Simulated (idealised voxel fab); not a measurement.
Process module under the name voxel transistor to metal
Each square cell in cross-section cut measures 5 nm, and the section as a whole is 190 nm wide.
If you're reading a cross-section in this doc, picture square cells in a grid; it comes to you as bands, top ones listed first down to the bottom, and a band can be one or more rows of cells. Within each band entry, the heights of the top and of the bottom of the band appear first, in that order and in nm; the materials of the band then follow from left to right, each with its corresponding width in nm. The designation "full width" on a single material indicates that it fills the band from edge to edge; the designation "blank" indicates empty space. Measure heights from 0. That's the level where, below it, the as-received wafer is all one material. The lowest band is bottomless and extends downward; write it as in "0 nm and below". Think of "30->40" as a width that walks from the first number to the second as you go down the band, top row to bottom row, taking equal-sized steps from row to row. "remained unchanged" after a step means that no cell of the cross-section changed. Empty spaces without an open route to the top, at least 8 cells in extent, make up the entry "Sealed voids"; each is given as width x height at distance, where the distance is measured from the left edge, and all are in nm. The remark found on a step's line after its settings is issued by the simulator itself and pertains to that step. A step line may carry the setting "overlay nm", which, for steps involving a mask, states the distance by which the mask lay to the right of its intended position; negative values denote displacement to the left.
[Steps in the process plan]
1,RECEIVE,material Si
2,OXIDIZE,depth nm 5
3,CONFORMAL_DEP,material SiN,thk nm 15
4,MASKED_ETCH,tone cover,mask id ACTIVE,width nm 100,etch materials SiN,depth nm 15,overlay nm 0
5,MASKED_ETCH,tone cover,mask id ACTIVE,width nm 100,etch materials SiO2,depth nm 5,overlay nm 0
6,MASKED_ETCH,tone cover,mask id ACTIVE,width nm 100,etch materials Si,depth nm 30,overlay nm 0
7,FILL_DEP,material SiO2,thk nm 15
8,CMP,height nm 15
9,SELECTIVE_ETCH,etch materials SiO2,depth nm 5
10,STRIP,etch materials SiN
11,SELECTIVE_ETCH,etch materials SiO2,depth nm 5
12,OXIDIZE,depth nm 5
13,DIRECTIONAL_DEP,material polySi,thk nm 25
14,DIRECTIONAL_DEP,material SiCN,thk nm 15
15,MASKED_ETCH,tone cover,mask id GATE,width nm 20,etch materials SiCN,depth nm 25,overlay nm 0
16,MASKED_ETCH,tone cover,mask id GATE,width nm 20,etch materials polySi,depth nm 35,overlay nm 0
17,CONFORMAL_DEP,material SiN,thk nm 10
18,DIRECTIONAL_ETCH,etch materials SiN,depth nm 10
19,DIRECTIONAL_ETCH,etch materials SiO2,depth nm 5
20,DIRECTIONAL_ETCH,etch materials Si,depth nm 5
21,EPI,material nSi,thk nm 5
22,FILL_DEP,material SiO2,thk nm 5
23,CMP,height nm 35
24,DIRECTIONAL_DEP,material SiO2,thk nm 15
25,MASKED_ETCH,tone open,mask id CONTACT,width nm 20,pitch nm 70,etch materials SiO2,depth nm 60,overlay nm 0
26,CONFORMAL_DEP,material TiN,thk nm 5
27,FILL_DEP,material Ru,thk nm 10
28,CMP,height nm 50
29,DIRECTIONAL_DEP,material TiN,thk nm 5
30,DIRECTIONAL_DEP,material Ru,thk nm 15
31,PATTERN,tone cover,mask id METAL_1,material resist,width nm 20,pitch nm 70,thk nm 20,overlay nm 0
32,DIRECTIONAL_ETCH,etch materials Ru,depth nm 15
33,DIRECTIONAL_ETCH,etch materials TiN,depth nm 5
34,STRIP,etch materials resist
35,CONFORMAL_DEP,material SiN,thk nm 5
36,FILL_DEP,material SiO2,thk nm 5
37,CMP,height nm 70
38,CONFORMAL_DEP,material SiCN,thk nm 5
[First wafer of two (run as planned)]
[So this is the incoming wafer in cross-section - it's already been through step 1]
> 0 nm and below: Si full width
> Sealed voids: none
[So this is the wafer cross-section right after step 2]
> 0 nm to -5 nm: SiO2 full width
> Nothing below the height -5 has changed.
[So this is the wafer cross-section right after step 3]
> 15 nm to 0 nm: SiN full width
> Nothing below the height 0 has changed.
[So this is the wafer cross-section right after step 4]
> 15 nm to 0 nm: 45 nm blank | 100 nm SiN | 45 nm blank
> Nothing below the height 0 has changed.
[So this is the wafer cross-section right after step 5]
> 15 nm to 0 nm: 45 nm blank | 100 nm SiN | 45 nm blank
> 0 nm to -5 nm: 45 nm blank | 100 nm SiO2 | 45 nm blank
> Nothing below the height -5 has changed.
[So this is the wafer cross-section right after step 6]
> 15 nm to 0 nm: 45 nm blank | 100 nm SiN | 45 nm blank
> 0 nm to -5 nm: 45 nm blank | 100 nm SiO2 | 45 nm blank
> -5 nm to -35 nm: 45 nm blank | 100 nm Si | 45 nm blank
> Nothing below the height -35 has changed.
[So this is the wafer cross-section right after step 7]
> 30 nm to 15 nm: SiO2 full width
> 15 nm to 0 nm: 45 nm SiO2 | 100 nm SiN | 45 nm SiO2
> 0 nm to -5 nm: SiO2 full width
> -5 nm to -35 nm: 45 nm SiO2 | 100 nm Si | 45 nm SiO2
> Nothing below the height -35 has changed.
[So this is the wafer cross-section right after step 8]
> 15 nm to 0 nm: 45 nm SiO2 | 100 nm SiN | 45 nm SiO2
> Nothing below the height 0 has changed.
[So this is the wafer cross-section right after step 9]
> 15 nm to 10 nm: 45 nm blank | 100 nm SiN | 45 nm blank
> Nothing below the height 10 has changed.
[So this is the wafer cross-section right after step 10]
> 10 nm to 0 nm: 45 nm SiO2 | 100 nm blank | 45 nm SiO2
> Nothing below the height 0 has changed.
[So this is the wafer cross-section right after step 11]
> 5 nm to -5 nm: 40 nm SiO2 | 110 nm blank | 40 nm SiO2
> Nothing below the height -5 has changed.
[So this is the wafer cross-section right after step 12]
> 5 nm to -5 nm: 40 nm SiO2 | 110 nm blank | 40 nm SiO2
> -5 nm to -10 nm: SiO2 full width
> Nothing below the height -10 has changed.
[So this is the wafer cross-section right after step 13]
> 30 nm to 20 nm: 40 nm polySi | 110 nm blank | 40 nm polySi
> 20 nm to 5 nm: polySi full width
> 5 nm to -5 nm: 40 nm SiO2 | 110 nm polySi | 40 nm SiO2
> Nothing below the height -5 has changed.
[So this is the wafer cross-section right after step 14]
> 45 nm to 35 nm: 40 nm SiCN | 110 nm blank | 40 nm SiCN
> 35 nm to 30 nm: SiCN full width
> 30 nm to 20 nm: 40 nm polySi | 110 nm SiCN | 40 nm polySi
> Nothing below the height 20 has changed.
[So this is the wafer cross-section right after step 15]
> 35 nm to 30 nm: 85 nm blank | 20 nm SiCN | 85 nm blank
> 30 nm to 20 nm: 40 nm polySi | 45 nm blank | 20 nm SiCN | 45 nm blank | 40 nm polySi
> Nothing below the height 20 has changed.
[So this is the wafer cross-section right after step 16]
> 35 nm to 20 nm: 85 nm blank | 20 nm SiCN | 85 nm blank
> 20 nm to 5 nm: 85 nm blank | 20 nm polySi | 85 nm blank
> 5 nm to -5 nm: 40 nm SiO2 | 45 nm blank | 20 nm polySi | 45 nm blank | 40 nm SiO2
> Nothing below the height -5 has changed.
[So this is the wafer cross-section right after step 17]
> 45 nm to 35 nm: 75 nm blank | 40 nm SiN | 75 nm blank
> 35 nm to 20 nm: 75 nm blank | 10 nm SiN | 20 nm SiCN | 10 nm SiN | 75 nm blank
> 20 nm to 15 nm: 75 nm blank | 10 nm SiN | 20 nm polySi | 10 nm SiN | 75 nm blank
> 15 nm to 5 nm: 50 nm SiN | 25 nm blank | 10 nm SiN | 20 nm polySi | 10 nm SiN | 25 nm blank | 50 nm SiN
> 5 nm to -5 nm: 40 nm SiO2 | 45 nm SiN | 20 nm polySi | 45 nm SiN | 40 nm SiO2
> Nothing below the height -5 has changed.
[So this is the wafer cross-section right after step 18]
> 35 nm to 20 nm: 75 nm blank | 10 nm SiN | 20 nm SiCN | 10 nm SiN | 75 nm blank
> 20 nm to 5 nm: 75 nm blank | 10 nm SiN | 20 nm polySi | 10 nm SiN | 75 nm blank
> 5 nm to -5 nm: 40 nm SiO2 | 10 nm SiN | 25 nm blank | 10 nm SiN | 20 nm polySi | 10 nm SiN | 25 nm blank | 10 nm SiN | 40 nm SiO2
> Nothing below the height -5 has changed.
[So this is the wafer cross-section right after step 19]
> 35 nm to 20 nm: 75 nm blank | 10 nm SiN | 20 nm SiCN | 10 nm SiN | 75 nm blank
> 20 nm to 5 nm: 75 nm blank | 10 nm SiN | 20 nm polySi | 10 nm SiN | 75 nm blank
> 5 nm to 0 nm: 40 nm blank | 10 nm SiN | 25 nm blank | 10 nm SiN | 20 nm polySi | 10 nm SiN | 25 nm blank | 10 nm SiN | 40 nm blank
> 0 nm to -5 nm: 40 nm SiO2 | 10 nm SiN | 25 nm blank | 10 nm SiN | 20 nm polySi | 10 nm SiN | 25 nm blank | 10 nm SiN | 40 nm SiO2
> -5 nm to -10 nm: 50 nm SiO2 | 25 nm blank | 40 nm SiO2 | 25 nm blank | 50 nm SiO2
> Nothing below the height -10 has changed.
[So this is the wafer cross-section right after step 20]
> 35 nm to 20 nm: 75 nm blank | 10 nm SiN | 20 nm SiCN | 10 nm SiN | 75 nm blank
> 20 nm to 5 nm: 75 nm blank | 10 nm SiN | 20 nm polySi | 10 nm SiN | 75 nm blank
> 5 nm to 0 nm: 40 nm blank | 10 nm SiN | 25 nm blank | 10 nm SiN | 20 nm polySi | 10 nm SiN | 25 nm blank | 10 nm SiN | 40 nm blank
> 0 nm to -5 nm: 40 nm SiO2 | 10 nm SiN | 25 nm blank | 10 nm SiN | 20 nm polySi | 10 nm SiN | 25 nm blank | 10 nm SiN | 40 nm SiO2
> -5 nm to -10 nm: 50 nm SiO2 | 25 nm blank | 40 nm SiO2 | 25 nm blank | 50 nm SiO2
> -10 nm to -15 nm: 45 nm SiO2 | 5 nm Si | 25 nm blank | 40 nm Si | 25 nm blank | 5 nm Si | 45 nm SiO2
> Nothing below the height -15 has changed.
[So this is the wafer cross-section right after step 21]
> 35 nm to 20 nm: 75 nm blank | 10 nm SiN | 20 nm SiCN | 10 nm SiN | 75 nm blank
> 20 nm to 5 nm: 75 nm blank | 10 nm SiN | 20 nm polySi | 10 nm SiN | 75 nm blank
> 5 nm to 0 nm: 40 nm blank | 10 nm SiN | 25 nm blank | 10 nm SiN | 20 nm polySi | 10 nm SiN | 25 nm blank | 10 nm SiN | 40 nm blank
> 0 nm to -5 nm: 40 nm SiO2 | 10 nm SiN | 25 nm blank | 10 nm SiN | 20 nm polySi | 10 nm SiN | 25 nm blank | 10 nm SiN | 40 nm SiO2
> -5 nm to -10 nm: 50 nm SiO2 | 5 nm nSi | 15 nm blank | 5 nm nSi | 40 nm SiO2 | 5 nm nSi | 15 nm blank | 5 nm nSi | 50 nm SiO2
> -10 nm to -15 nm: 45 nm SiO2 | 5 nm Si | 25 nm nSi | 40 nm Si | 25 nm nSi | 5 nm Si | 45 nm SiO2
> Nothing below the height -15 has changed.
[So this is the wafer cross-section right after step 22]
> 40 nm to 35 nm: SiO2 full width
> 35 nm to 20 nm: 75 nm SiO2 | 10 nm SiN | 20 nm SiCN | 10 nm SiN | 75 nm SiO2
> 20 nm to 5 nm: 75 nm SiO2 | 10 nm SiN | 20 nm polySi | 10 nm SiN | 75 nm SiO2
> 5 nm to -5 nm: 40 nm SiO2 | 10 nm SiN | 25 nm SiO2 | 10 nm SiN | 20 nm polySi | 10 nm SiN | 25 nm SiO2 | 10 nm SiN | 40 nm SiO2
> -5 nm to -10 nm: 50 nm SiO2 | 5 nm nSi | 15 nm SiO2 | 5 nm nSi | 40 nm SiO2 | 5 nm nSi | 15 nm SiO2 | 5 nm nSi | 50 nm SiO2
> Nothing below the height -10 has changed.
[So this is the wafer cross-section right after step 23]
> 35 nm to 20 nm: 75 nm SiO2 | 10 nm SiN | 20 nm SiCN | 10 nm SiN | 75 nm SiO2
> Nothing below the height 20 has changed.
[So this is the wafer cross-section right after step 24]
> 50 nm to 35 nm: SiO2 full width
> Nothing below the height 35 has changed.
[So this is the wafer cross-section right after step 25]
> 50 nm to 35 nm: 50 nm SiO2 | 20 nm blank | 50 nm SiO2 | 20 nm blank | 50 nm SiO2
> 35 nm to 20 nm: 50 nm SiO2 | 20 nm blank | 5 nm SiO2 | 10 nm SiN | 20 nm SiCN | 10 nm SiN | 5 nm SiO2 | 20 nm blank | 50 nm SiO2
> 20 nm to 5 nm: 50 nm SiO2 | 20 nm blank | 5 nm SiO2 | 10 nm SiN | 20 nm polySi | 10 nm SiN | 5 nm SiO2 | 20 nm blank | 50 nm SiO2
> 5 nm to -5 nm: 40 nm SiO2 | 10 nm SiN | 20 nm blank | 5 nm SiO2 | 10 nm SiN | 20 nm polySi | 10 nm SiN | 5 nm SiO2 | 20 nm blank | 10 nm SiN | 40 nm SiO2
> -5 nm to -10 nm: 50 nm SiO2 | 5 nm nSi | 15 nm blank | 5 nm nSi | 40 nm SiO2 | 5 nm nSi | 15 nm blank | 5 nm nSi | 50 nm SiO2
> Nothing below the height -10 has changed.
[So this is the wafer cross-section right after step 26]
> 55 nm to 50 nm: 55 nm TiN | 10 nm blank | 60 nm TiN | 10 nm blank | 55 nm TiN
> 50 nm to 35 nm: 50 nm SiO2 | 5 nm TiN | 10 nm blank | 5 nm TiN | 50 nm SiO2 | 5 nm TiN | 10 nm blank | 5 nm TiN | 50 nm SiO2
> 35 nm to 20 nm: 50 nm SiO2 | 5 nm TiN | 10 nm blank | 5 nm TiN | 5 nm SiO2 | 10 nm SiN | 20 nm SiCN | 10 nm SiN | 5 nm SiO2 | 5 nm TiN | 10 nm blank | 5 nm TiN | 50 nm SiO2
> 20 nm to 5 nm: 50 nm SiO2 | 5 nm TiN | 10 nm blank | 5 nm TiN | 5 nm SiO2 | 10 nm SiN | 20 nm polySi | 10 nm SiN | 5 nm SiO2 | 5 nm TiN | 10 nm blank | 5 nm TiN | 50 nm SiO2
> 5 nm to -5 nm: 40 nm SiO2 | 10 nm SiN | 5->10 nm TiN | 10->5 nm blank | 5 nm TiN | 5 nm SiO2 | 10 nm SiN | 20 nm polySi | 10 nm SiN | 5 nm SiO2 | 5 nm TiN | 10->5 nm blank | 5->10 nm TiN | 10 nm SiN | 40 nm SiO2
> -5 nm to -10 nm: 50 nm SiO2 | 5 nm nSi | 15 nm TiN | 5 nm nSi | 40 nm SiO2 | 5 nm nSi | 15 nm TiN | 5 nm nSi | 50 nm SiO2
> Nothing below the height -10 has changed.
[So this is the wafer cross-section right after step 27]
> 65 nm to 55 nm: Ru full width
> 55 nm to 50 nm: 55 nm TiN | 10 nm Ru | 60 nm TiN | 10 nm Ru | 55 nm TiN
> 50 nm to 35 nm: 50 nm SiO2 | 5 nm TiN | 10 nm Ru | 5 nm TiN | 50 nm SiO2 | 5 nm TiN | 10 nm Ru | 5 nm TiN | 50 nm SiO2
> 35 nm to 20 nm: 50 nm SiO2 | 5 nm TiN | 10 nm Ru | 5 nm TiN | 5 nm SiO2 | 10 nm SiN | 20 nm SiCN | 10 nm SiN | 5 nm SiO2 | 5 nm TiN | 10 nm Ru | 5 nm TiN | 50 nm SiO2
> 20 nm to 5 nm: 50 nm SiO2 | 5 nm TiN | 10 nm Ru | 5 nm TiN | 5 nm SiO2 | 10 nm SiN | 20 nm polySi | 10 nm SiN | 5 nm SiO2 | 5 nm TiN | 10 nm Ru | 5 nm TiN | 50 nm SiO2
> 5 nm to -5 nm: 40 nm SiO2 | 10 nm SiN | 5->10 nm TiN | 10->5 nm Ru | 5 nm TiN | 5 nm SiO2 | 10 nm SiN | 20 nm polySi | 10 nm SiN | 5 nm SiO2 | 5 nm TiN | 10->5 nm Ru | 5->10 nm TiN | 10 nm SiN | 40 nm SiO2
> Nothing below the height -5 has changed.
[So this is the wafer cross-section right after step 28]
> 50 nm to 35 nm: 50 nm SiO2 | 5 nm TiN | 10 nm Ru | 5 nm TiN | 50 nm SiO2 | 5 nm TiN | 10 nm Ru | 5 nm TiN | 50 nm SiO2
> Nothing below the height 35 has changed.
[So this is the wafer cross-section right after step 29]
> 55 nm to 50 nm: TiN full width
> Nothing below the height 50 has changed.
[So this is the wafer cross-section right after step 30]
> 70 nm to 55 nm: Ru full width
> Nothing below the height 55 has changed.
[So this is the wafer cross-section right after step 31]
> 90 nm to 70 nm: 50 nm blank | 20 nm resist | 50 nm blank | 20 nm resist | 50 nm blank
> Nothing below the height 70 has changed.
[So this is the wafer cross-section right after step 32]
> 90 nm to 70 nm: 50 nm blank | 20 nm resist | 50 nm blank | 20 nm resist | 50 nm blank
> 70 nm to 55 nm: 50 nm blank | 20 nm Ru | 50 nm blank | 20 nm Ru | 50 nm blank
> Nothing below the height 55 has changed.
[So this is the wafer cross-section right after step 33]
> 90 nm to 70 nm: 50 nm blank | 20 nm resist | 50 nm blank | 20 nm resist | 50 nm blank
> 70 nm to 55 nm: 50 nm blank | 20 nm Ru | 50 nm blank | 20 nm Ru | 50 nm blank
> 55 nm to 50 nm: 50 nm blank | 20 nm TiN | 50 nm blank | 20 nm TiN | 50 nm blank
> Nothing below the height 50 has changed.
[So this is the wafer cross-section right after step 34]
> 70 nm to 55 nm: 50 nm blank | 20 nm Ru | 50 nm blank | 20 nm Ru | 50 nm blank
> Nothing below the height 55 has changed.
[So this is the wafer cross-section right after step 35]
> 75 nm to 70 nm: 45 nm blank | 30 nm SiN | 40 nm blank | 30 nm SiN | 45 nm blank
> 70 nm to 55 nm: 45 nm blank | 5 nm SiN | 20 nm Ru | 5 nm SiN | 40 nm blank | 5 nm SiN | 20 nm Ru | 5 nm SiN | 45 nm blank
> 55 nm to 50 nm: 50 nm SiN | 20 nm TiN | 50 nm SiN | 20 nm TiN | 50 nm SiN
> Nothing below the height 50 has changed.
[So this is the wafer cross-section right after step 36]
> 80 nm to 75 nm: SiO2 full width
> 75 nm to 70 nm: 45 nm SiO2 | 30 nm SiN | 40 nm SiO2 | 30 nm SiN | 45 nm SiO2
> 70 nm to 55 nm: 45 nm SiO2 | 5 nm SiN | 20 nm Ru | 5 nm SiN | 40 nm SiO2 | 5 nm SiN | 20 nm Ru | 5 nm SiN | 45 nm SiO2
> Nothing below the height 55 has changed.
[So this is the wafer cross-section right after step 37]
> 70 nm to 55 nm: 45 nm SiO2 | 5 nm SiN | 20 nm Ru | 5 nm SiN | 40 nm SiO2 | 5 nm SiN | 20 nm Ru | 5 nm SiN | 45 nm SiO2
> Nothing below the height 55 has changed.
[So this is the wafer cross-section right after step 38]
> 75 nm to 70 nm: SiCN full width
> Nothing below the height 70 has changed.
[Wafer two. Identical start, identical plan. One mistake in execution. Identical history through step 27]
Second wafer shown in cross-section at the time step 28 was slated to end: remained unchanged
[Second wafer shown in cross-section at the time step 29 was slated to end]
> 70 nm to 65 nm: TiN full width
> Nothing below the height 65 has changed.
[Second wafer shown in cross-section at the time step 30 was slated to end]
> 85 nm to 70 nm: Ru full width
> Nothing below the height 70 has changed.
[Second wafer shown in cross-section at the time step 31 was slated to end]
> 105 nm to 85 nm: 50 nm blank | 20 nm resist | 50 nm blank | 20 nm resist | 50 nm blank
> Nothing below the height 85 has changed.
[Second wafer shown in cross-section at the time step 32 was slated to end]
> 105 nm to 85 nm: 50 nm blank | 20 nm resist | 50 nm blank | 20 nm resist | 50 nm blank
> 85 nm to 70 nm: 50 nm blank | 20 nm Ru | 50 nm blank | 20 nm Ru | 50 nm blank
> Nothing below the height 70 has changed.
[Second wafer shown in cross-section at the time step 33 was slated to end]
> 105 nm to 85 nm: 50 nm blank | 20 nm resist | 50 nm blank | 20 nm resist | 50 nm blank
> 85 nm to 70 nm: 50 nm blank | 20 nm Ru | 50 nm blank | 20 nm Ru | 50 nm blank
> 70 nm to 65 nm: 50 nm blank | 20 nm TiN | 50 nm blank | 20 nm TiN | 50 nm blank
> Nothing below the height 65 has changed.
[Second wafer shown in cross-section at the time step 34 was slated to end]
> 85 nm to 70 nm: 50 nm blank | 20 nm Ru | 50 nm blank | 20 nm Ru | 50 nm blank
> Nothing below the height 70 has changed.
[Second wafer shown in cross-section at the time step 35 was slated to end]
> 90 nm to 85 nm: 45 nm blank | 30 nm SiN | 40 nm blank | 30 nm SiN | 45 nm blank
> 85 nm to 70 nm: 45 nm blank | 5 nm SiN | 20 nm Ru | 5 nm SiN | 40 nm blank | 5 nm SiN | 20 nm Ru | 5 nm SiN | 45 nm blank
> 70 nm to 65 nm: 50 nm SiN | 20 nm TiN | 50 nm SiN | 20 nm TiN | 50 nm SiN
> Nothing below the height 65 has changed.
[Second wafer shown in cross-section at the time step 36 was slated to end]
> 95 nm to 90 nm: SiO2 full width
> 90 nm to 85 nm: 45 nm SiO2 | 30 nm SiN | 40 nm SiO2 | 30 nm SiN | 45 nm SiO2
> 85 nm to 70 nm: 45 nm SiO2 | 5 nm SiN | 20 nm Ru | 5 nm SiN | 40 nm SiO2 | 5 nm SiN | 20 nm Ru | 5 nm SiN | 45 nm SiO2
> Nothing below the height 70 has changed.
[Second wafer shown in cross-section at the time step 37 was slated to end]
> 70 nm to 65 nm: 50 nm SiN | 20 nm TiN | 50 nm SiN | 20 nm TiN | 50 nm SiN
> Nothing below the height 65 has changed.
[Second wafer shown in cross-section at the time step 38 was slated to end]
> 75 nm to 70 nm: SiCN full width
> Nothing below the height 70 has changed.
Here's what went sideways: step 28 of the plan was omitted and not executed
In the final state, the cell counts of the second wafer exceed or fall short of those of the first for the following materials: +56 Ru; -12 SiN; -78 SiO2; +34 TiN
